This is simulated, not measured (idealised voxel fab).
Process module, titled voxel wiring stack
It is cross-section cut that appears here, measuring 190 nm in width, its square cells being 5 nm in size.
We lay out every cross-section as a grid of square cells and spell it out in bands from the top down, where one band means one or more rows of cells.
A band entry consists of two parts. The first gives the height of the band's top and the height of its bottom, in nm. The rest lists the band's materials from left to right, each with its width in nm. A single material labelled with the word "full width" fills the band from edge to edge, and the word "empty" marks empty space.
Beneath 0, the wafer as received is one material, and that level is where height counting begins. The lowest band goes on downward without a bottom; it is written like "0 and below".
Read "30 to 40" as a graded width: first number on top, second number at the bottom, same change between each pair of neighbouring rows.
Take "identical to before" at face value: in the step it is given for, the cross-section changed in none of its cells.
Entry "Fully sealed voids". Content: empty spaces with no open connection to the top, size 8 cells or greater. Each: width x height at distance. Distance: from left edge. Unit: nm.
Whatever follows a step's settings on its line is a remark the simulator itself makes about that step.
The line of a step may include "overlay nm". On a step with a mask, this value is how far to the right of its planned place the mask lay. A negative value means the mask lay to the left.
Layout of what follows: cross-section pairs, each bracketing one process step, the after cross-section shown only to the lowest band that changed, the step between and its settings noted under each pair. Pairs may originate in different runs of this module on the same starting wafer; a pair continues from the pair above only where its entry headed "Pre-processing view" says so.

[Pre-processing view]
  70 down to 55 | 25 nm SiO2 | 20 nm empty | 20 nm SiO2 | 20 nm empty | 20 nm SiO2 | 20 nm empty | 20 nm SiO2 | 20 nm empty | 25 nm SiO2
  55 down to 40 | 25 nm SiO2 | 15 nm empty | 65 nm SiO2 | 15 nm empty | 70 nm SiO2
  40 down to 35 | 25 nm SiCN | 15 nm empty | 65 nm SiCN | 15 nm empty | 70 nm SiCN
  35 down to 30 | Cu full width
  30 down to 25 | 30 nm TiN | 10 nm Cu | 30 nm TiN | 10 nm Cu | 30 nm TiN | 10 nm Cu | 30 nm TiN | 10 nm Cu | 30 nm TiN
  25 down to 5 | 25 nm SiO2 | 5 nm TiN | 10 nm Cu | 5 nm TiN | 20 nm SiO2 | 5 nm TiN | 10 nm Cu | 5 nm TiN | 20 nm SiO2 | 5 nm TiN | 10 nm Cu | 5 nm TiN | 20 nm SiO2 | 5 nm TiN | 10 nm Cu | 5 nm TiN | 25 nm SiO2
  5 down to 0 | 25 nm SiCN | 20 nm TiN | 20 nm SiCN | 20 nm TiN | 20 nm SiCN | 20 nm TiN | 20 nm SiCN | 20 nm TiN | 25 nm SiCN
  0 and below | Si full width
  Fully sealed voids: none

[Cross-Section Thereafter]
  75 down to 70 | 30 nm TiN | 10 nm empty | 30 nm TiN | 10 nm empty | 30 nm TiN | 10 nm empty | 30 nm TiN | 10 nm empty | 30 nm TiN
  70 down to 60 | 25 nm SiO2 | 5 nm TiN | 10 nm empty | 5 nm TiN | 20 nm SiO2 | 5 nm TiN | 10 nm empty | 5 nm TiN | 20 nm SiO2 | 5 nm TiN | 10 nm empty | 5 nm TiN | 20 nm SiO2 | 5 nm TiN | 10 nm empty | 5 nm TiN | 25 nm SiO2
  60 down to 55 | 25 nm SiO2 | 5 nm TiN | 5 nm empty | 10 nm TiN | 20 nm SiO2 | 20 nm TiN | 20 nm SiO2 | 5 nm TiN | 5 nm empty | 10 nm TiN | 20 nm SiO2 | 20 nm TiN | 25 nm SiO2
  55 down to 40 | 25 nm SiO2 | 5 nm TiN | 5 nm empty | 5 nm TiN | 65 nm SiO2 | 5 nm TiN | 5 nm empty | 5 nm TiN | 70 nm SiO2
  40 down to 35 | 25 nm SiCN | 15 nm TiN | 65 nm SiCN | 15 nm TiN | 70 nm SiCN
  Below 35 it's all the same as before, nothing changed down there.
  Fully sealed voids: none
Step between the pre-process and post-process cross-sections given above: CONFORMAL_DEP, material TiN, thk nm 5

Pre-processing view: The prior state of this step coincides with the post-step cross-section of the pair just above.

[Cross-Section Thereafter]
  85 down to 75 | Ru full width
  75 down to 70 | 30 nm TiN | 10 nm Ru | 30 nm TiN | 10 nm Ru | 30 nm TiN | 10 nm Ru | 30 nm TiN | 10 nm Ru | 30 nm TiN
  70 down to 60 | 25 nm SiO2 | 5 nm TiN | 10 nm Ru | 5 nm TiN | 20 nm SiO2 | 5 nm TiN | 10 nm Ru | 5 nm TiN | 20 nm SiO2 | 5 nm TiN | 10 nm Ru | 5 nm TiN | 20 nm SiO2 | 5 nm TiN | 10 nm Ru | 5 nm TiN | 25 nm SiO2
  60 down to 55 | 25 nm SiO2 | 5 nm TiN | 5 nm Ru | 10 nm TiN | 20 nm SiO2 | 20 nm TiN | 20 nm SiO2 | 5 nm TiN | 5 nm Ru | 10 nm TiN | 20 nm SiO2 | 20 nm TiN | 25 nm SiO2
  55 down to 40 | 25 nm SiO2 | 5 nm TiN | 5 nm Ru | 5 nm TiN | 65 nm SiO2 | 5 nm TiN | 5 nm Ru | 5 nm TiN | 70 nm SiO2
  Below 40 it's all the same as before, nothing changed down there.
  Fully sealed voids: none
Step between the pre-process and post-process cross-sections given above: FILL_DEP, material Ru, thk nm 10

Pre-processing view: The prior state of this step coincides with the post-step cross-section of the pair just above.

[Cross-Section Thereafter]
  70 down to 60 | 25 nm SiO2 | 5 nm TiN | 10 nm Ru | 5 nm TiN | 20 nm SiO2 | 5 nm TiN | 10 nm Ru | 5 nm TiN | 20 nm SiO2 | 5 nm TiN | 10 nm Ru | 5 nm TiN | 20 nm SiO2 | 5 nm TiN | 10 nm Ru | 5 nm TiN | 25 nm SiO2
  Below 60 it's all the same as before, nothing changed down there.
  Fully sealed voids: none
Step between the pre-process and post-process cross-sections given above: CMP, height nm 70

Pre-processing view: The prior state of this step coincides with the post-step cross-section of the pair just above.

[Cross-Section Thereafter]
  75 down to 70 | SiN full width
  Below 70 it's all the same as before, nothing changed down there.
  Fully sealed voids: none
Step between the pre-process and post-process cross-sections given above: CONFORMAL_DEP, material SiN, thk nm 5

[Pre-processing view]
  80 down to 70 | 25 nm aC | 20 nm empty | 20 nm aC | 20 nm empty | 20 nm aC | 20 nm empty | 20 nm aC | 20 nm empty | 25 nm aC
  70 down to 55 | 25 nm SiO2 | 20 nm empty | 20 nm SiO2 | 20 nm empty | 20 nm SiO2 | 20 nm empty | 20 nm SiO2 | 20 nm empty | 25 nm SiO2
  55 down to 40 | SiO2 full width
  40 down to 35 | SiCN full width
  35 down to 15 | 25 nm SiO2 | 5 nm TiN | 10 nm Cu | 5 nm TiN | 20 nm SiO2 | 5 nm TiN | 10 nm Cu | 5 nm TiN | 20 nm SiO2 | 5 nm TiN | 10 nm Cu | 5 nm TiN | 20 nm SiO2 | 5 nm TiN | 10 nm Cu | 5 nm TiN | 25 nm SiO2
  15 down to 10 | 25 nm SiCN | 20 nm TiN | 20 nm SiCN | 20 nm TiN | 20 nm SiCN | 20 nm TiN | 20 nm SiCN | 20 nm TiN | 25 nm SiCN
  10 down to 0 | SiO2 full width
  0 and below | Si full width
  Fully sealed voids: none

[Cross-Section Thereafter]
  80 down to 70 | 25 nm aC | 20 nm empty | 20 nm aC | 20 nm empty | 20 nm aC | 20 nm empty | 20 nm aC | 20 nm empty | 25 nm aC
  70 down to 40 | 25 nm SiO2 | 20 nm empty | 20 nm SiO2 | 20 nm empty | 20 nm SiO2 | 20 nm empty | 20 nm SiO2 | 20 nm empty | 25 nm SiO2
  Below 40 it's all the same as before, nothing changed down there.
  Fully sealed voids: none
Step between the pre-process and post-process cross-sections given above: DIRECTIONAL_ETCH, etch materials SiO2, depth nm 15

Pre-processing view: The prior state of this step coincides with the post-step cross-section of the pair just above.

[Cross-Section Thereafter]
  70 down to 40 | 25 nm SiO2 | 20 nm empty | 20 nm SiO2 | 20 nm empty | 20 nm SiO2 | 20 nm empty | 20 nm SiO2 | 20 nm empty | 25 nm SiO2
  Below 40 it's all the same as before, nothing changed down there.
  Fully sealed voids: none
Step between the pre-process and post-process cross-sections given above: STRIP, etch materials aC

Pre-processing view: The prior state of this step coincides with the post-step cross-section of the pair just above.

[Cross-Section Thereafter]
  90 down to 70 | 25 nm resist | 15 nm empty | 65 nm resist | 15 nm empty | 70 nm resist
  70 down to 40 | 25 nm SiO2 | 15 nm empty | 5 nm resist | 20 nm SiO2 | 20 nm resist | 20 nm SiO2 | 15 nm empty | 5 nm resist | 20 nm SiO2 | 20 nm resist | 25 nm SiO2
  Below 40 it's all the same as before, nothing changed down there.
  Fully sealed voids: none
Step between the pre-process and post-process cross-sections given above: PATTERN, tone open, mask id METAL_2_HOLES, material resist, width nm 15, pitch nm 80, thk nm 20, overlay nm 0

Pre-processing view: The prior state of this step coincides with the post-step cross-section of the pair just above.

[Cross-Section Thereafter]
  90 down to 70 | 25 nm resist | 15 nm empty | 65 nm resist | 15 nm empty | 70 nm resist
  70 down to 40 | 25 nm SiO2 | 15 nm empty | 5 nm resist | 20 nm SiO2 | 20 nm resist | 20 nm SiO2 | 15 nm empty | 5 nm resist | 20 nm SiO2 | 20 nm resist | 25 nm SiO2
  40 down to 35 | 25 nm SiCN | 15 nm empty | 65 nm SiCN | 15 nm empty | 70 nm SiCN
  Below 35 it's all the same as before, nothing changed down there.
  Fully sealed voids: none
Step between the pre-process and post-process cross-sections given above: DIRECTIONAL_ETCH, etch materials SiCN, depth nm 5

Pre-processing view: The prior state of this step coincides with the post-step cross-section of the pair just above.

[Cross-Section Thereafter]
  70 down to 40 | 25 nm SiO2 | 20 nm empty | 20 nm SiO2 | 20 nm empty | 20 nm SiO2 | 20 nm empty | 20 nm SiO2 | 20 nm empty | 25 nm SiO2
  Below 40 it's all the same as before, nothing changed down there.
  Fully sealed voids: none
Step between the pre-process and post-process cross-sections given above: STRIP, etch materials resist

Pre-processing view: The prior state of this step coincides with the post-step cross-section of the pair just above.

[Cross-Section Thereafter]
  75 down to 70 | 30 nm TiN | 10 nm empty | 30 nm TiN | 10 nm empty | 30 nm TiN | 10 nm empty | 30 nm TiN | 10 nm empty | 30 nm TiN
  70 down to 45 | 25 nm SiO2 | 5 nm TiN | 10 nm empty | 5 nm TiN | 20 nm SiO2 | 5 nm TiN | 10 nm empty | 5 nm TiN | 20 nm SiO2 | 5 nm TiN | 10 nm empty | 5 nm TiN | 20 nm SiO2 | 5 nm TiN | 10 nm empty | 5 nm TiN | 25 nm SiO2
  45 down to 40 | 25 nm SiO2 | 5 nm TiN | 5 nm empty | 10 nm TiN | 20 nm SiO2 | 20 nm TiN | 20 nm SiO2 | 5 nm TiN | 5 nm empty | 10 nm TiN | 20 nm SiO2 | 20 nm TiN | 25 nm SiO2
  40 down to 35 | 25 nm SiCN | 15 nm TiN | 65 nm SiCN | 15 nm TiN | 70 nm SiCN
  Below 35 it's all the same as before, nothing changed down there.
  Fully sealed voids: none
Step between the pre-process and post-process cross-sections given above: CONFORMAL_DEP, material TiN, thk nm 5

Pre-processing view: The prior state of this step coincides with the post-step cross-section of the pair just above.

[Cross-Section Thereafter]
  85 down to 75 | Ru full width
  75 down to 70 | 30 nm TiN | 10 nm Ru | 30 nm TiN | 10 nm Ru | 30 nm TiN | 10 nm Ru | 30 nm TiN | 10 nm Ru | 30 nm TiN
  70 down to 45 | 25 nm SiO2 | 5 nm TiN | 10 nm Ru | 5 nm TiN | 20 nm SiO2 | 5 nm TiN | 10 nm Ru | 5 nm TiN | 20 nm SiO2 | 5 nm TiN | 10 nm Ru | 5 nm TiN | 20 nm SiO2 | 5 nm TiN | 10 nm Ru | 5 nm TiN | 25 nm SiO2
  45 down to 40 | 25 nm SiO2 | 5 nm TiN | 5 nm Ru | 10 nm TiN | 20 nm SiO2 | 20 nm TiN | 20 nm SiO2 | 5 nm TiN | 5 nm Ru | 10 nm TiN | 20 nm SiO2 | 20 nm TiN | 25 nm SiO2
  Below 40 it's all the same as before, nothing changed down there.
  Fully sealed voids: none
Step between the pre-process and post-process cross-sections given above: FILL_DEP, material Ru, thk nm 10

Pre-processing view: The prior state of this step coincides with the post-step cross-section of the pair just above.

[Cross-Section Thereafter]
  70 down to 45 | 25 nm SiO2 | 5 nm TiN | 10 nm Ru | 5 nm TiN | 20 nm SiO2 | 5 nm TiN | 10 nm Ru | 5 nm TiN | 20 nm SiO2 | 5 nm TiN | 10 nm Ru | 5 nm TiN | 20 nm SiO2 | 5 nm TiN | 10 nm Ru | 5 nm TiN | 25 nm SiO2
  Below 45 it's all the same as before, nothing changed down there.
  Fully sealed voids: none
Step between the pre-process and post-process cross-sections given above: CMP, height nm 70

Pre-processing view: The prior state of this step coincides with the post-step cross-section of the pair just above.

[Cross-Section Thereafter]
  75 down to 70 | SiN full width
  Below 70 it's all the same as before, nothing changed down there.
  Fully sealed voids: none
Step between the pre-process and post-process cross-sections given above: CONFORMAL_DEP, material SiN, thk nm 5

[Pre-processing view]
  5 down to 0 | SiCN full width
  0 and below | Si full width
  Fully sealed voids: none

[Cross-Section Thereafter]
  15 down to 5 | SiO2 full width
  Below 5 it's all the same as before, nothing changed down there.
  Fully sealed voids: none
Step between the pre-process and post-process cross-sections given above: CONFORMAL_DEP, material SiO2, thk nm 10

Pre-processing view: The prior state of this step coincides with the post-step cross-section of the pair just above.

[Cross-Section Thereafter]
  35 down to 5 | SiO2 full width
  Below 5 it's all the same as before, nothing changed down there.
  Fully sealed voids: none
Step between the pre-process and post-process cross-sections given above: DIRECTIONAL_DEP, material SiO2, thk nm 20

Pre-processing view: The prior state of this step coincides with the post-step cross-section of the pair just above.

[Cross-Section Thereafter]
  45 down to 35 | aC full width
  Below 35 it's all the same as before, nothing changed down there.
  Fully sealed voids: none
Step between the pre-process and post-process cross-sections given above: DIRECTIONAL_DEP, material aC, thk nm 10

Pre-processing view: The prior state of this step coincides with the post-step cross-section of the pair just above.

[Cross-Section Thereafter]
  75 down to 45 | 25 nm resist | 20 nm empty | 20 nm resist | 20 nm empty | 20 nm resist | 20 nm empty | 20 nm resist | 20 nm empty | 25 nm resist
  Below 45 it's all the same as before, nothing changed down there.
  Fully sealed voids: none
Step between the pre-process and post-process cross-sections given above: PATTERN, tone open, mask id METAL_1, material resist, width nm 20, pitch nm 40, thk nm 30, overlay nm 0

Pre-processing view: The prior state of this step coincides with the post-step cross-section of the pair just above.

[Cross-Section Thereafter]
  65 down to 45 | 25 nm resist | 20 nm empty | 20 nm resist | 20 nm empty | 20 nm resist | 20 nm empty | 20 nm resist | 20 nm empty | 25 nm resist
  45 down to 35 | 25 nm aC | 20 nm empty | 20 nm aC | 20 nm empty | 20 nm aC | 20 nm empty | 20 nm aC | 20 nm empty | 25 nm aC
  Below 35 it's all the same as before, nothing changed down there.
  Fully sealed voids: none
Step between the pre-process and post-process cross-sections given above: DIRECTIONAL_ETCH, etch materials aC, depth nm 10

Pre-processing view: The prior state of this step coincides with the post-step cross-section of the pair just above.

[Cross-Section Thereafter]
  45 down to 35 | 25 nm aC | 20 nm empty | 20 nm aC | 20 nm empty | 20 nm aC | 20 nm empty | 20 nm aC | 20 nm empty | 25 nm aC
  Below 35 it's all the same as before, nothing changed down there.
  Fully sealed voids: none
Step between the pre-process and post-process cross-sections given above: STRIP, etch materials resist

Pre-processing view: The prior state of this step coincides with the post-step cross-section of the pair just above.

[Cross-Section Thereafter]
  45 down to 35 | 25 nm aC | 20 nm empty | 20 nm aC | 20 nm empty | 20 nm aC | 20 nm empty | 20 nm aC | 20 nm empty | 25 nm aC
  35 down to 15 | 25 nm SiO2 | 20 nm empty | 20 nm SiO2 | 20 nm empty | 20 nm SiO2 | 20 nm empty | 20 nm SiO2 | 20 nm empty | 25 nm SiO2
  Below 15 it's all the same as before, nothing changed down there.
  Fully sealed voids: none
Step between the pre-process and post-process cross-sections given above: DIRECTIONAL_ETCH, etch materials SiO2, depth nm 20

Pre-processing view: The prior state of this step coincides with the post-step cross-section of the pair just above.

[Cross-Section Thereafter]
  35 down to 15 | 25 nm SiO2 | 20 nm empty | 20 nm SiO2 | 20 nm empty | 20 nm SiO2 | 20 nm empty | 20 nm SiO2 | 20 nm empty | 25 nm SiO2
  Below 15 it's all the same as before, nothing changed down there.
  Fully sealed voids: none
Step between the pre-process and post-process cross-sections given above: STRIP, etch materials aC

Pre-processing view: The prior state of this step coincides with the post-step cross-section of the pair just above.

[Cross-Section Thereafter]
  40 down to 35 | 30 nm TiN | 10 nm empty | 30 nm TiN | 10 nm empty | 30 nm TiN | 10 nm empty | 30 nm TiN | 10 nm empty | 30 nm TiN
  35 down to 20 | 25 nm SiO2 | 5 nm TiN | 10 nm empty | 5 nm TiN | 20 nm SiO2 | 5 nm TiN | 10 nm empty | 5 nm TiN | 20 nm SiO2 | 5 nm TiN | 10 nm empty | 5 nm TiN | 20 nm SiO2 | 5 nm TiN | 10 nm empty | 5 nm TiN | 25 nm SiO2
  20 down to 15 | 25 nm SiO2 | 20 nm TiN | 20 nm SiO2 | 20 nm TiN | 20 nm SiO2 | 20 nm TiN | 20 nm SiO2 | 20 nm TiN | 25 nm SiO2
  Below 15 it's all the same as before, nothing changed down there.
  Fully sealed voids: none
Step between the pre-process and post-process cross-sections given above: CONFORMAL_DEP, material TiN, thk nm 5

Pre-processing view: The prior state of this step coincides with the post-step cross-section of the pair just above.

[Cross-Section Thereafter]
  45 down to 40 | Cu full width
  40 down to 35 | 30 nm TiN | 10 nm Cu | 30 nm TiN | 10 nm Cu | 30 nm TiN | 10 nm Cu | 30 nm TiN | 10 nm Cu | 30 nm TiN
  35 down to 20 | 25 nm SiO2 | 5 nm TiN | 10 nm Cu | 5 nm TiN | 20 nm SiO2 | 5 nm TiN | 10 nm Cu | 5 nm TiN | 20 nm SiO2 | 5 nm TiN | 10 nm Cu | 5 nm TiN | 20 nm SiO2 | 5 nm TiN | 10 nm Cu | 5 nm TiN | 25 nm SiO2
  Below 20 it's all the same as before, nothing changed down there.
  Fully sealed voids: none
Step between the pre-process and post-process cross-sections given above: FILL_DEP, material Cu, thk nm 5

Pre-processing view: The prior state of this step coincides with the post-step cross-section of the pair just above.

[Cross-Section Thereafter]
  35 down to 20 | 25 nm SiO2 | 5 nm TiN | 10 nm Cu | 5 nm TiN | 20 nm SiO2 | 5 nm TiN | 10 nm Cu | 5 nm TiN | 20 nm SiO2 | 5 nm TiN | 10 nm Cu | 5 nm TiN | 20 nm SiO2 | 5 nm TiN | 10 nm Cu | 5 nm TiN | 25 nm SiO2
  Below 20 it's all the same as before, nothing changed down there.
  Fully sealed voids: none
Step between the pre-process and post-process cross-sections given above: CMP, height nm 35

Pre-processing view: The prior state of this step coincides with the post-step cross-section of the pair just above.

[Cross-Section Thereafter]
  40 down to 35 | SiCN full width
  Below 35 it's all the same as before, nothing changed down there.
  Fully sealed voids: none
Step between the pre-process and post-process cross-sections given above: CONFORMAL_DEP, material SiCN, thk nm 5

Pre-processing view: The prior state of this step coincides with the post-step cross-section of the pair just above.

[Cross-Section Thereafter]
  70 down to 40 | SiO2 full width
  Below 40 it's all the same as before, nothing changed down there.
  Fully sealed voids: none
Step between the pre-process and post-process cross-sections given above: DIRECTIONAL_DEP, material SiO2, thk nm 30

Pre-processing view: The prior state of this step coincides with the post-step cross-section of the pair just above.

[Cross-Section Thereafter]
  80 down to 70 | aC full width
  Below 70 it's all the same as before, nothing changed down there.
  Fully sealed voids: none
Step between the pre-process and post-process cross-sections given above: DIRECTIONAL_DEP, material aC, thk nm 10

Pre-processing view: The prior state of this step coincides with the post-step cross-section of the pair just above.

[Cross-Section Thereafter]
  110 down to 80 | 25 nm resist | 20 nm empty | 20 nm resist | 20 nm empty | 20 nm resist | 20 nm empty | 20 nm resist | 20 nm empty | 25 nm resist
  Below 80 it's all the same as before, nothing changed down there.
  Fully sealed voids: none
Step between the pre-process and post-process cross-sections given above: PATTERN, tone open, mask id METAL_2, material resist, width nm 20, pitch nm 40, thk nm 30, overlay nm 0

Pre-processing view: The prior state of this step coincides with the post-step cross-section of the pair just above.

[Cross-Section Thereafter]
  100 down to 80 | 25 nm resist | 20 nm empty | 20 nm resist | 20 nm empty | 20 nm resist | 20 nm empty | 20 nm resist | 20 nm empty | 25 nm resist
  80 down to 70 | 25 nm aC | 20 nm empty | 20 nm aC | 20 nm empty | 20 nm aC | 20 nm empty | 20 nm aC | 20 nm empty | 25 nm aC
  Below 70 it's all the same as before, nothing changed down there.
  Fully sealed voids: none
Step between the pre-process and post-process cross-sections given above: DIRECTIONAL_ETCH, etch materials aC, depth nm 10

Pre-processing view: The prior state of this step coincides with the post-step cross-section of the pair just above.

[Cross-Section Thereafter]
  80 down to 70 | 25 nm aC | 20 nm empty | 20 nm aC | 20 nm empty | 20 nm aC | 20 nm empty | 20 nm aC | 20 nm empty | 25 nm aC
  Below 70 it's all the same as before, nothing changed down there.
  Fully sealed voids: none
Step between the pre-process and post-process cross-sections given above: STRIP, etch materials resist

Pre-processing view: The prior state of this step coincides with the post-step cross-section of the pair just above.

[Cross-Section Thereafter]
  80 down to 70 | 25 nm aC | 20 nm empty | 20 nm aC | 20 nm empty | 20 nm aC | 20 nm empty | 20 nm aC | 20 nm empty | 25 nm aC
  70 down to 55 | 25 nm SiO2 | 20 nm empty | 20 nm SiO2 | 20 nm empty | 20 nm SiO2 | 20 nm empty | 20 nm SiO2 | 20 nm empty | 25 nm SiO2
  Below 55 it's all the same as before, nothing changed down there.
  Fully sealed voids: none
Step between the pre-process and post-process cross-sections given above: DIRECTIONAL_ETCH, etch materials SiO2, depth nm 15

Pre-processing view: The prior state of this step coincides with the post-step cross-section of the pair just above.

[Cross-Section Thereafter]
  70 down to 55 | 25 nm SiO2 | 20 nm empty | 20 nm SiO2 | 20 nm empty | 20 nm SiO2 | 20 nm empty | 20 nm SiO2 | 20 nm empty | 25 nm SiO2
  Below 55 it's all the same as before, nothing changed down there.
  Fully sealed voids: none
Step between the pre-process and post-process cross-sections given above: STRIP, etch materials aC

Pre-processing view: The prior state of this step coincides with the post-step cross-section of the pair just above.

[Cross-Section Thereafter]
  90 down to 70 | 25 nm resist | 15 nm empty | 65 nm resist | 15 nm empty | 70 nm resist
  70 down to 55 | 25 nm SiO2 | 15 nm empty | 5 nm resist | 20 nm SiO2 | 20 nm resist | 20 nm SiO2 | 15 nm empty | 5 nm resist | 20 nm SiO2 | 20 nm resist | 25 nm SiO2
  Below 55 it's all the same as before, nothing changed down there.
  Fully sealed voids: none
Step between the pre-process and post-process cross-sections given above: PATTERN, tone open, mask id METAL_2_HOLES, material resist, width nm 15, pitch nm 80, thk nm 20, overlay nm 0

Pre-processing view: The prior state of this step coincides with the post-step cross-section of the pair just above.

[Cross-Section Thereafter]
  90 down to 70 | 25 nm resist | 15 nm empty | 65 nm resist | 15 nm empty | 70 nm resist
  70 down to 55 | 25 nm SiO2 | 15 nm empty | 5 nm resist | 20 nm SiO2 | 20 nm resist | 20 nm SiO2 | 15 nm empty | 5 nm resist | 20 nm SiO2 | 20 nm resist | 25 nm SiO2
  55 down to 40 | 25 nm SiO2 | 15 nm empty | 65 nm SiO2 | 15 nm empty | 70 nm SiO2
  Below 40 it's all the same as before, nothing changed down there.
  Fully sealed voids: none
Step between the pre-process and post-process cross-sections given above: DIRECTIONAL_ETCH, etch materials SiO2, depth nm 15

Pre-processing view: The prior state of this step coincides with the post-step cross-section of the pair just above.

[Cross-Section Thereafter]
  90 down to 70 | 25 nm resist | 15 nm empty | 65 nm resist | 15 nm empty | 70 nm resist
  70 down to 55 | 25 nm SiO2 | 15 nm empty | 5 nm resist | 20 nm SiO2 | 20 nm resist | 20 nm SiO2 | 15 nm empty | 5 nm resist | 20 nm SiO2 | 20 nm resist | 25 nm SiO2
  55 down to 40 | 25 nm SiO2 | 15 nm empty | 65 nm SiO2 | 15 nm empty | 70 nm SiO2
  40 down to 35 | 25 nm SiCN | 15 nm empty | 65 nm SiCN | 15 nm empty | 70 nm SiCN
  Below 35 it's all the same as before, nothing changed down there.
  Fully sealed voids: none
Step between the pre-process and post-process cross-sections given above: DIRECTIONAL_ETCH, etch materials SiCN, depth nm 5

Pre-processing view: The prior state of this step coincides with the post-step cross-section of the pair just above.

[Cross-Section Thereafter]
  70 down to 55 | 25 nm SiO2 | 20 nm empty | 20 nm SiO2 | 20 nm empty | 20 nm SiO2 | 20 nm empty | 20 nm SiO2 | 20 nm empty | 25 nm SiO2
  Below 55 it's all the same as before, nothing changed down there.
  Fully sealed voids: none
Step between the pre-process and post-process cross-sections given above: STRIP, etch materials resist

Pre-processing view: The prior state of this step coincides with the post-step cross-section of the pair just above.

[Cross-Section Thereafter]
  75 down to 70 | 30 nm TiN | 10 nm empty | 30 nm TiN | 10 nm empty | 30 nm TiN | 10 nm empty | 30 nm TiN | 10 nm empty | 30 nm TiN
  70 down to 60 | 25 nm SiO2 | 5 nm TiN | 10 nm empty | 5 nm TiN | 20 nm SiO2 | 5 nm TiN | 10 nm empty | 5 nm TiN | 20 nm SiO2 | 5 nm TiN | 10 nm empty | 5 nm TiN | 20 nm SiO2 | 5 nm TiN | 10 nm empty | 5 nm TiN | 25 nm SiO2
  60 down to 55 | 25 nm SiO2 | 5 nm TiN | 5 nm empty | 10 nm TiN | 20 nm SiO2 | 20 nm TiN | 20 nm SiO2 | 5 nm TiN | 5 nm empty | 10 nm TiN | 20 nm SiO2 | 20 nm TiN | 25 nm SiO2
  55 down to 40 | 25 nm SiO2 | 5 nm TiN | 5 nm empty | 5 nm TiN | 65 nm SiO2 | 5 nm TiN | 5 nm empty | 5 nm TiN | 70 nm SiO2
  40 down to 35 | 25 nm SiCN | 15 nm TiN | 65 nm SiCN | 15 nm TiN | 70 nm SiCN
  Below 35 it's all the same as before, nothing changed down there.
  Fully sealed voids: none
Step between the pre-process and post-process cross-sections given above: CONFORMAL_DEP, material TiN, thk nm 5

Pre-processing view: The prior state of this step coincides with the post-step cross-section of the pair just above.

[Cross-Section Thereafter]
  85 down to 75 | Ru full width
  75 down to 70 | 30 nm TiN | 10 nm Ru | 30 nm TiN | 10 nm Ru | 30 nm TiN | 10 nm Ru | 30 nm TiN | 10 nm Ru | 30 nm TiN
  70 down to 60 | 25 nm SiO2 | 5 nm TiN | 10 nm Ru | 5 nm TiN | 20 nm SiO2 | 5 nm TiN | 10 nm Ru | 5 nm TiN | 20 nm SiO2 | 5 nm TiN | 10 nm Ru | 5 nm TiN | 20 nm SiO2 | 5 nm TiN | 10 nm Ru | 5 nm TiN | 25 nm SiO2
  60 down to 55 | 25 nm SiO2 | 5 nm TiN | 5 nm Ru | 10 nm TiN | 20 nm SiO2 | 20 nm TiN | 20 nm SiO2 | 5 nm TiN | 5 nm Ru | 10 nm TiN | 20 nm SiO2 | 20 nm TiN | 25 nm SiO2
  55 down to 40 | 25 nm SiO2 | 5 nm TiN | 5 nm Ru | 5 nm TiN | 65 nm SiO2 | 5 nm TiN | 5 nm Ru | 5 nm TiN | 70 nm SiO2
  Below 40 it's all the same as before, nothing changed down there.
  Fully sealed voids: none
Step between the pre-process and post-process cross-sections given above: FILL_DEP, material Ru, thk nm 10

Pre-processing view: The prior state of this step coincides with the post-step cross-section of the pair just above.

[Cross-Section Thereafter]
  70 down to 60 | 25 nm SiO2 | 5 nm TiN | 10 nm Ru | 5 nm TiN | 20 nm SiO2 | 5 nm TiN | 10 nm Ru | 5 nm TiN | 20 nm SiO2 | 5 nm TiN | 10 nm Ru | 5 nm TiN | 20 nm SiO2 | 5 nm TiN | 10 nm Ru | 5 nm TiN | 25 nm SiO2
  Below 60 it's all the same as before, nothing changed down there.
  Fully sealed voids: none
Step between the pre-process and post-process cross-sections given above: CMP, height nm 70

Pre-processing view: The prior state of this step coincides with the post-step cross-section of the pair just above.

[Cross-Section Thereafter]
  75 down to 70 | SiN full width
  Below 70 it's all the same as before, nothing changed down there.
  Fully sealed voids: none
Step between the pre-process and post-process cross-sections given above: CONFORMAL_DEP, material SiN, thk nm 5

[Pre-processing view]
  45 down to 40 | Cu full width
  40 down to 35 | 30 nm TiN | 10 nm Cu | 30 nm TiN | 10 nm Cu | 30 nm TiN | 10 nm Cu | 30 nm TiN | 10 nm Cu | 30 nm TiN
  35 down to 15 | 25 nm SiO2 | 5 nm TiN | 10 nm Cu | 5 nm TiN | 20 nm SiO2 | 5 nm TiN | 10 nm Cu | 5 nm TiN | 20 nm SiO2 | 5 nm TiN | 10 nm Cu | 5 nm TiN | 20 nm SiO2 | 5 nm TiN | 10 nm Cu | 5 nm TiN | 25 nm SiO2
  15 down to 10 | 25 nm SiCN | 20 nm TiN | 20 nm SiCN | 20 nm TiN | 20 nm SiCN | 20 nm TiN | 20 nm SiCN | 20 nm TiN | 25 nm SiCN
  10 down to 0 | SiO2 full width
  0 and below | Si full width
  Fully sealed voids: none

[Cross-Section Thereafter]
  30 down to 15 | 25 nm SiO2 | 5 nm TiN | 10 nm Cu | 5 nm TiN | 20 nm SiO2 | 5 nm TiN | 10 nm Cu | 5 nm TiN | 20 nm SiO2 | 5 nm TiN | 10 nm Cu | 5 nm TiN | 20 nm SiO2 | 5 nm TiN | 10 nm Cu | 5 nm TiN | 25 nm SiO2
  Below 15 it's all the same as before, nothing changed down there.
  Fully sealed voids: none
Step between the pre-process and post-process cross-sections given above: CMP, height nm 30

Pre-processing view: The prior state of this step coincides with the post-step cross-section of the pair just above.

[Cross-Section Thereafter]
  35 down to 30 | SiCN full width
  Below 30 it's all the same as before, nothing changed down there.
  Fully sealed voids: none
Step between the pre-process and post-process cross-sections given above: CONFORMAL_DEP, material SiCN, thk nm 5

Pre-processing view: The prior state of this step coincides with the post-step cross-section of the pair just above.

[Cross-Section Thereafter]
  65 down to 35 | SiO2 full width
  Below 35 it's all the same as before, nothing changed down there.
  Fully sealed voids: none
Step between the pre-process and post-process cross-sections given above: DIRECTIONAL_DEP, material SiO2, thk nm 30

Pre-processing view: The prior state of this step coincides with the post-step cross-section of the pair just above.

[Cross-Section Thereafter]
  75 down to 65 | aC full width
  Below 65 it's all the same as before, nothing changed down there.
  Fully sealed voids: none
Step between the pre-process and post-process cross-sections given above: DIRECTIONAL_DEP, material aC, thk nm 10

Pre-processing view: The prior state of this step coincides with the post-step cross-section of the pair just above.

[Cross-Section Thereafter]
  105 down to 75 | 25 nm resist | 20 nm empty | 20 nm resist | 20 nm empty | 20 nm resist | 20 nm empty | 20 nm resist | 20 nm empty | 25 nm resist
  Below 75 it's all the same as before, nothing changed down there.
  Fully sealed voids: none
Step between the pre-process and post-process cross-sections given above: PATTERN, tone open, mask id METAL_2, material resist, width nm 20, pitch nm 40, thk nm 30, overlay nm 0
